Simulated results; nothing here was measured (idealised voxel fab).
process module | voxel capacitor over wiring
cross-section cut | 205 nm wide | cells 5 nm
A cross-section is a grid of square cells, given in bands from the top down. A band is one or more rows of cells.
Each band's line starts with the height of the band's top and of its bottom, in nm. Then come its materials from left to right, each with its width in nm. One material with "throughout" fills the band from edge to edge. "air" is empty space.
Height 0 is the level under which the wafer as received is all one material. The lowest band goes on downwards, as in "0 down".
A width such as "30 to 40" changes by the same amount from each row of cells to the next, from the band's top row to its bottom row.
"no change" after a step means that no cell of the cross-section changed.
closed voids: empty space of 8 cells or more with no open way to the top, each as width x height at its distance from the left edge, in nm
after a step's settings: what the simulator itself notes on the step
overlay nm, on a step with a mask: how far to the right of its planned place the mask lay; to the left if negative
plan
1 op RECEIVE | material Si
2 op CONFORMAL_DEP | material SiO2 | thk nm 10
3 op CONFORMAL_DEP | material SiCN | thk nm 5
4 op DIRECTIONAL_DEP | material SiO2 | thk nm 25
5 op MASKED_ETCH | tone open | mask id METAL_1 | width nm 20 | pitch nm 75 | etch materials SiO2 | depth nm 25 | overlay nm 0
6 op MASKED_ETCH | tone open | mask id METAL_1 | width nm 20 | pitch nm 75 | etch materials SiCN | depth nm 5 | overlay nm 0
7 op CONFORMAL_DEP | material TiN | thk nm 5
8 op FILL_DEP | material Cu | thk nm 5
9 op CMP | height nm 40
10 op CONFORMAL_DEP | material SiCN | thk nm 5
11 op DIRECTIONAL_DEP | material lowk | thk nm 20
12 op PATTERN | tone open | mask id PLUG_1 | material resist | width nm 15 | thk nm 20 | overlay nm 0
13 op DIRECTIONAL_ETCH | etch materials lowk | depth nm 20
14 op DIRECTIONAL_ETCH | etch materials SiCN | depth nm 5
15 op STRIP | etch materials resist
16 op EPI | material Ru | thk nm 10
17 op EPI | material Ru | thk nm 10
18 op EPI | material Ru | thk nm 5
19 op DIRECTIONAL_DEP | material TiN | thk nm 10
20 op DIRECTIONAL_DEP | material SiN | thk nm 5
21 op DIRECTIONAL_DEP | material TiN | thk nm 10
22 op PATTERN | tone cover | mask id UPPER_PLATE | material resist | width nm 60 | thk nm 15 | overlay nm 0
23 op DIRECTIONAL_ETCH | etch materials TiN | depth nm 10
24 op DIRECTIONAL_ETCH | etch materials SiN | depth nm 5
25 op STRIP | etch materials resist
26 op DIRECTIONAL_DEP | material aC | thk nm 15
27 op PATTERN | tone cover | mask id LOWER_PLATE | material resist | width nm 70 | thk nm 30 | overlay nm 0
28 op DIRECTIONAL_ETCH | etch materials aC | depth nm 15
29 op STRIP | etch materials resist
30 op DIRECTIONAL_ETCH | etch materials TiN | depth nm 10
31 op STRIP | etch materials aC
32 op FILL_DEP | material SiO2 | thk nm 15
33 op CMP | height nm 100
34 op PATTERN | tone open | mask id PLUG_2 | material resist | width nm 15 | thk nm 15 | overlay nm 0
35 op DIRECTIONAL_ETCH | etch materials SiO2 | depth nm 10
36 op STRIP | etch materials resist
37 op CONFORMAL_DEP | material TiN | thk nm 5
38 op FILL_DEP | material Ru | thk nm 5
39 op CMP | height nm 100
40 op CONFORMAL_DEP | material SiCN | thk nm 5
as received, after step 1
  0 down: Si throughout
  closed voids: none
a wafer at the end: this start, this plan, one mistake
  105 to 100: SiCN throughout
  100 to 95: SiO2 70 | TiN 5 | Ru 5 | TiN 5 | SiO2 120
  95 to 90: SiO2 70 | TiN 15 | SiO2 120
  90 to 80: SiO2 75 | TiN 45 | SiO2 85
  80 to 75: SiO2 75 | SiN 45 | SiO2 85
  75 to 65: SiO2 55 | TiN 5 | SiO2 15 | TiN 50 | SiO2 80
  65 to 55: lowk 60 | TiN 15 | lowk 130
  55 to 50: lowk 60 | SiN 15 | lowk 130
  50 to 45: lowk 60 | TiN 15 | lowk 130
  45 to 40: SiCN 60 | TiN 15 | SiCN 130
  40 to 20: Cu 50 | TiN 5 | SiO2 20 | TiN 5 | Cu 45 | TiN 5 | SiO2 20 | TiN 5 | Cu 50
  20 to 15: TiN 55 | SiO2 20 | TiN 55 | SiO2 20 | TiN 55
  15 to 10: SiCN throughout
  10 to 0: SiO2 throughout
  0 down: Si throughout
  closed voids: none
what went wrong: step 5 ran as: op MASKED_ETCH | tone cover | mask id METAL_1 | width nm 20 | pitch nm 75 | etch materials SiO2 | depth nm 25 | overlay nm 0
